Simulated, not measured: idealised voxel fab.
process module | voxel transistor to metal
cross-section cut | 300 nm wide | cells 5 nm
A cross-section is a grid of square cells, given in bands from the top down. A band is one or more rows of cells.
Each band's line starts with the height of the band's top and of its bottom, in nm. Then come its materials from left to right, each with its width in nm. One material with "throughout" fills the band from edge to edge. "air" is empty space.
Height 0 is the level under which the wafer as received is all one material. The lowest band goes on downwards, as in "0 down".
A width such as "30 to 40" changes by the same amount from each row of cells to the next, from the band's top row to its bottom row.
"no change" after a step means that no cell of the cross-section changed.
closed voids: empty space of 8 cells or more with no open way to the top, each as width x height at its distance from the left edge, in nm
after a step's settings: what the simulator itself notes on the step
overlay nm, on a step with a mask: how far to the right of its planned place the mask lay; to the left if negative
plan
1 op RECEIVE | material Si
2 op OXIDIZE | depth nm 5
3 op CONFORMAL_DEP | material SiN | thk nm 15
4 op MASKED_ETCH | tone cover | mask id ACTIVE | width nm 105 | pitch nm 125 | etch materials SiN | depth nm 15 | overlay nm 0
5 op MASKED_ETCH | tone cover | mask id ACTIVE | width nm 105 | pitch nm 125 | etch materials SiO2 | depth nm 5 | overlay nm 0
6 op MASKED_ETCH | tone cover | mask id ACTIVE | width nm 105 | pitch nm 125 | etch materials Si | depth nm 35 | overlay nm 0
7 op FILL_DEP | material SiO2 | thk nm 5
8 op CMP | height nm 15
9 op SELECTIVE_ETCH | etch materials SiO2 | depth nm 15
10 op STRIP | etch materials SiN
11 op SELECTIVE_ETCH | etch materials SiO2 | depth nm 5
12 op OXIDIZE | depth nm 5
13 op DIRECTIONAL_DEP | material polySi | thk nm 20
14 op DIRECTIONAL_DEP | material SiCN | thk nm 15
15 op MASKED_ETCH | tone cover | mask id GATE | width nm 25 | pitch nm 125 | etch materials SiCN | depth nm 25 | overlay nm 0
16 op MASKED_ETCH | tone cover | mask id GATE | width nm 25 | pitch nm 125 | etch materials polySi | depth nm 30 | overlay nm 0
17 op CONFORMAL_DEP | material SiN | thk nm 5
18 op DIRECTIONAL_ETCH | etch materials SiN | depth nm 10
19 op DIRECTIONAL_ETCH | etch materials SiO2 | depth nm 5
20 op DIRECTIONAL_ETCH | etch materials Si | depth nm 15
21 op EPI | material pSi | thk nm 20
22 op FILL_DEP | material SiO2 | thk nm 10
23 op CMP | height nm 30
24 op DIRECTIONAL_DEP | material SiO2 | thk nm 15
25 op PATTERN | tone open | mask id CONTACT | material resist | width nm 15 | thk nm 15 | overlay nm 0
26 op DIRECTIONAL_ETCH | etch materials SiO2 | depth nm 35
27 op STRIP | etch materials resist
28 op CONFORMAL_DEP | material TiN | thk nm 5
29 op FILL_DEP | material Ru | thk nm 10
30 op CMP | height nm 45
31 op CONFORMAL_DEP | material SiCN | thk nm 5
32 op DIRECTIONAL_DEP | material lowk | thk nm 20
33 op DIRECTIONAL_DEP | material aC | thk nm 10
34 op PATTERN | tone open | mask id METAL_1 | material resist | width nm 15 | thk nm 25 | overlay nm 0
35 op DIRECTIONAL_ETCH | etch materials aC | depth nm 10
36 op STRIP | etch materials resist
37 op DIRECTIONAL_ETCH | etch materials lowk | depth nm 20
38 op DIRECTIONAL_ETCH | etch materials SiCN | depth nm 5
39 op STRIP | etch materials aC
40 op CONFORMAL_DEP | material TiN | thk nm 5
41 op FILL_DEP | material W | thk nm 10
42 op CMP | height nm 70
43 op CONFORMAL_DEP | material SiN | thk nm 5
varied across the wafers: thk nm of step 17. The plan shows the first wafer's value. All wafers start alike
first wafer as received, after step 1
  0 down: Si throughout
  closed voids: none
first wafer at the end, after step 43
  75 to 70: SiN throughout
  70 to 50: lowk 45 | TiN 5 | W 5 | TiN 5 | lowk 55 | TiN 5 | W 5 | TiN 5 | lowk 40 | TiN 5 | W 5 | TiN 5 | lowk 55 | TiN 5 | W 5 | TiN 5 | lowk 45
  50 to 45: SiCN 45 | TiN 15 | SiCN 55 | TiN 15 | SiCN 40 | TiN 15 | SiCN 55 | TiN 15 | SiCN 45
  45 to 30: SiO2 45 | TiN 5 | Ru 5 | TiN 5 | SiO2 55 | TiN 5 | Ru 5 | TiN 5 | SiO2 40 | TiN 5 | Ru 5 | TiN 5 | SiO2 55 | TiN 5 | Ru 5 | TiN 5 | SiO2 45
  30 to 25: SiO2 45 | TiN 5 | Ru 5 | TiN 5 | SiO2 15 | SiCN 25 | SiO2 15 | TiN 5 | Ru 5 | TiN 5 | SiO2 40 | TiN 5 | Ru 5 | TiN 5 | SiO2 15 | SiCN 25 | SiO2 15 | TiN 5 | Ru 5 | TiN 5 | SiO2 45
  25 to 15: SiO2 45 | TiN 5 | Ru 5 | TiN 5 | SiO2 10 | SiN 5 | SiCN 25 | SiN 5 | SiO2 10 | TiN 5 | Ru 5 | TiN 5 | SiO2 40 | TiN 5 | Ru 5 | TiN 5 | SiO2 10 | SiN 5 | SiCN 25 | SiN 5 | SiO2 10 | TiN 5 | Ru 5 | TiN 5 | SiO2 45
  15 to 10: SiO2 45 | TiN 15 | SiO2 10 | SiN 5 | polySi 25 | SiN 5 | SiO2 10 | TiN 15 | SiO2 40 | TiN 15 | SiO2 10 | SiN 5 | polySi 25 | SiN 5 | SiO2 10 | TiN 15 | SiO2 45
  10 to -5: SiO2 50 | pSi 20 | SiN 5 | polySi 25 | SiN 5 | pSi 20 | SiO2 50 | pSi 20 | SiN 5 | polySi 25 | SiN 5 | pSi 20 | SiO2 50
  -5 to -10: SiO2 30 | pSi 40 | SiO2 35 | pSi 40 | SiO2 10 | pSi 40 | SiO2 35 | pSi 40 | SiO2 30
  -10 to -25: SiO2 35 | pSi 35 | Si 35 | pSi 35 | SiO2 20 | pSi 35 | Si 35 | pSi 35 | SiO2 35
  -25 to -40: SiO2 35 | Si 105 | SiO2 20 | Si 105 | SiO2 35
  -40 down: Si throughout
  closed voids: none
last wafer at the end
  75 to 70: SiN throughout
  70 to 50: lowk 45 | TiN 5 | W 5 | TiN 5 | lowk 55 | TiN 5 | W 5 | TiN 5 | lowk 40 | TiN 5 | W 5 | TiN 5 | lowk 55 | TiN 5 | W 5 | TiN 5 | lowk 45
  50 to 45: SiCN 45 | TiN 15 | SiCN 55 | TiN 15 | SiCN 40 | TiN 15 | SiCN 55 | TiN 15 | SiCN 45
  45 to 35: SiO2 45 | TiN 5 | Ru 5 | TiN 5 | SiO2 55 | TiN 5 | Ru 5 | TiN 5 | SiO2 40 | TiN 5 | Ru 5 | TiN 5 | SiO2 55 | TiN 5 | Ru 5 | TiN 5 | SiO2 45
  35 to 30: SiO2 45 | TiN 15 | SiO2 55 | TiN 15 | SiO2 40 | TiN 15 | SiO2 55 | TiN 15 | SiO2 45
  30 to 15: SiO2 45 | TiN 5 | SiN 25 | SiCN 25 | SiN 25 | TiN 5 | SiO2 40 | TiN 5 | SiN 25 | SiCN 25 | SiN 25 | TiN 5 | SiO2 45
  15 to 10: SiO2 45 | TiN 5 | SiN 25 | polySi 25 | SiN 25 | TiN 5 | SiO2 40 | TiN 5 | SiN 25 | polySi 25 | SiN 25 | TiN 5 | SiO2 45
  10 to -5: SiN 75 | polySi 25 | SiN 100 | polySi 25 | SiN 75
  -5 to -10: SiO2 throughout
  -10 to -40: SiO2 35 | Si 105 | SiO2 20 | Si 105 | SiO2 35
  -40 down: Si throughout
  closed voids: none
each wafer at the end: cells of each material gained (+) or lost (-) since it was received, then its closed voids
thk nm 5 | +24 Ru | -312 Si | +78 SiCN | +84 SiN | +510 SiO2 | +104 TiN | +16 W | +192 lowk | +164 pSi | +40 polySi | closed voids: none
thk nm 10 | +24 Ru | -300 Si | +78 SiCN | +116 SiN | +482 SiO2 | +104 TiN | +16 W | +192 lowk | +148 pSi | +40 polySi | closed voids: none
thk nm 15 | +24 Ru | -228 Si | +78 SiCN | +182 SiN | +492 SiO2 | +104 TiN | +16 W | +192 lowk | +40 polySi | closed voids: none
thk nm 20 | +8 Ru | -228 Si | +78 SiCN | +240 SiN | +450 SiO2 | +104 TiN | +16 W | +192 lowk | +40 polySi | closed voids: none
thk nm 25 | +8 Ru | -228 Si | +78 SiCN | +290 SiN | +416 SiO2 | +88 TiN | +16 W | +192 lowk | +40 polySi | closed voids: none
